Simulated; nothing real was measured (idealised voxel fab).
This section sets out a process module, namely voxel capacitor over wiring.
This is section cut - it's 285 nm across, gridded in 5 nm square cells.
Format of a cross-section: grid, square cells. Given as bands. Order: top down. Band: one or more rows of cells.
Look at the band entry: it leads with the top's height and the bottom's height in nm. Then it lists the materials left to right, with a width in nm for each. The word "edge to edge" on a single material says that material fills the band edge to edge. The word "blank" is empty space.
Zero point of the height axis is 0; under it, received wafer = one material. Lowest band: continues down indefinitely, "from 0 down".
So if you see something like "30 to 40" for the width, read it as the top row of the band sitting at the first number and the bottom row at the second, with every row in between moving by the same amount as the last.
What does "nothing different" mean for a step? It means no cell of the cross-section changed in that step.
Listed in "Closed void roster": every empty space of 8 or more cells without an open way to the top. Form: width x height at distance, the distance being from the left edge, all in nm.
On each step's line, the part that comes after the settings is the simulator's own comment on the step.
A step line may carry the setting "overlay nm", which, for steps involving a mask, states the distance by which the mask lay to the right of its intended position; negative values denote displacement to the left.

## plan
1,RECEIVE [material Si]
2,CONFORMAL_DEP [material SiO2] [thk nm 10]
3,DIRECTIONAL_DEP [material TiN] [thk nm 5]
4,DIRECTIONAL_DEP [material Ru] [thk nm 25]
5,PATTERN [tone cover] [mask id METAL_1] [material resist] [width nm 20] [pitch nm 75] [thk nm 20] [overlay nm 0]
6,DIRECTIONAL_ETCH [etch materials Ru] [depth nm 25]
7,DIRECTIONAL_ETCH [etch materials TiN] [depth nm 5]
8,STRIP [etch materials resist]
9,CONFORMAL_DEP [material SiN] [thk nm 5]
10,FILL_DEP [material lowk] [thk nm 5]
11,CMP [height nm 40]
12,CONFORMAL_DEP [material SiCN] [thk nm 5]
13,DIRECTIONAL_DEP [material SiO2] [thk nm 20]
14,DIRECTIONAL_DEP [material aC] [thk nm 10]
15,PATTERN [tone open] [mask id PLUG_1] [material resist] [width nm 15] [thk nm 30] [overlay nm 0]
16,DIRECTIONAL_ETCH [etch materials aC] [depth nm 10]
17,STRIP [etch materials resist]
18,DIRECTIONAL_ETCH [etch materials SiO2] [depth nm 20]
19,DIRECTIONAL_ETCH [etch materials SiCN] [depth nm 5]
20,STRIP [etch materials aC]
21,EPI [material Ru] [thk nm 10]
22,EPI [material Ru] [thk nm 10]
23,EPI [material Ru] [thk nm 5]
24,DIRECTIONAL_DEP [material TiN] [thk nm 10]
25,DIRECTIONAL_DEP [material Al2O3] [thk nm 5]
26,DIRECTIONAL_DEP [material TiN] [thk nm 5]
27,DIRECTIONAL_DEP [material aC] [thk nm 15]
28,PATTERN [tone cover] [mask id UPPER_PLATE] [material resist] [width nm 60] [thk nm 35] [overlay nm 0]
29,DIRECTIONAL_ETCH [etch materials aC] [depth nm 15]
30,STRIP [etch materials resist]
31,DIRECTIONAL_ETCH [etch materials TiN] [depth nm 5]
32,DIRECTIONAL_ETCH [etch materials Al2O3] [depth nm 5]
33,STRIP [etch materials aC]
34,MASKED_ETCH [tone cover] [mask id LOWER_PLATE] [width nm 70] [etch materials TiN] [depth nm 10] [overlay nm 0]
35,FILL_DEP [material SiO2] [thk nm 20]
36,CMP [height nm 90]
37,PATTERN [tone open] [mask id PLUG_2] [material resist] [width nm 15] [thk nm 15] [overlay nm 0]
38,DIRECTIONAL_ETCH [etch materials SiO2] [depth nm 15]
39,STRIP [etch materials resist]
40,CONFORMAL_DEP [material TiN] [thk nm 5]
41,FILL_DEP [material Cu] [thk nm 5]
42,CMP [height nm 100]
43,CONFORMAL_DEP [material SiN] [thk nm 5]
Wafer-to-wafer difference: height nm, step 36. Common start. Plan = first wafer's value.

## Cut through the first of several wafers as received, post step 1
  from 0 down: Si edge to edge
  Closed void roster: none

## Below is a per-wafer table. In it, each row describes the wafer at the end of the module by giving, for each material, the number of cells gained (+) or lost (-) since the wafer was received, and after that the closed voids of the wafer
height nm 90 | +12 Al2O3 | +58 Cu | +55 Ru | +54 SiCN | +126 SiN | +560 SiO2 | +107 TiN | +225 lowk | Closed void roster: none
height nm 95 | +12 Al2O3 | +2 Cu | +55 Ru | +54 SiCN | +126 SiN | +614 SiO2 | +109 TiN | +225 lowk | Closed void roster: none
height nm 100 | +12 Al2O3 | +2 Cu | +55 Ru | +54 SiCN | +126 SiN | +668 SiO2 | +55 TiN | +225 lowk | Closed void roster: none
height nm 105 | +12 Al2O3 | +1 Cu | +55 Ru | +54 SiCN | +126 SiN | +671 SiO2 | +53 TiN | +225 lowk | Closed void roster: none
